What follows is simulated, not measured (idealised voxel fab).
process module | voxel double patterning
cross-section cut | 265 nm wide | cells 5 nm
A cross-section is a grid of square cells, given in bands from the top down. A band is one or more rows of cells.
Each band's line starts with the height of the band's top and of its bottom, in nm. Then come its materials from left to right, each with its width in nm. One material with "throughout" fills the band from edge to edge. "air" is empty space.
Height 0 is the level under which the wafer as received is all one material. The lowest band goes on downwards, as in "0 down".
A width such as "30 to 40" changes by the same amount from each row of cells to the next, from the band's top row to its bottom row.
"no change" after a step means that no cell of the cross-section changed.
closed voids: empty space of 8 cells or more with no open way to the top, each as width x height at its distance from the left edge, in nm
after a step's settings: what the simulator itself notes on the step
overlay nm, on a step with a mask: how far to the right of its planned place the mask lay; to the left if negative
plan
1 op RECEIVE | material Si
2 op CONFORMAL_DEP | material SiO2 | thk nm 10
3 op DIRECTIONAL_DEP | material W | thk nm 15
4 op DIRECTIONAL_DEP | material SiCN | thk nm 10
5 op MASKED_ETCH | tone open | mask id FIRST | width nm 15 | pitch nm 50 | etch materials SiCN | depth nm 10 | overlay nm 0
6 op PATTERN | tone open | mask id SECOND | material resist | width nm 15 | thk nm 15 | overlay nm 0
7 op DIRECTIONAL_ETCH | etch materials SiCN | depth nm 10
8 op STRIP | etch materials resist
9 op DIRECTIONAL_ETCH | etch materials W | depth nm 15
10 op STRIP | etch materials SiCN
as received, after step 1
  0 down: Si throughout
  closed voids: none
first wafer at the end, as planned
  25 to 10: W 100 | air 15 | W 10 | air 15 | W 10 | air 15 | W 100
  10 to 0: SiO2 throughout
  0 down: Si throughout
  closed voids: none
second wafer at the end: like start, like plan, one mistake
  30 to 15: W 100 | air 15 | W 10 | air 15 | W 10 | air 15 | W 100
  15 to 10: W throughout
  10 to 0: SiO2 throughout
  0 down: Si throughout
  closed voids: none
what went wrong: step 3 ran as: op DIRECTIONAL_DEP | material W | thk nm 20
at the end the second wafer has, in cells: 53 more of W
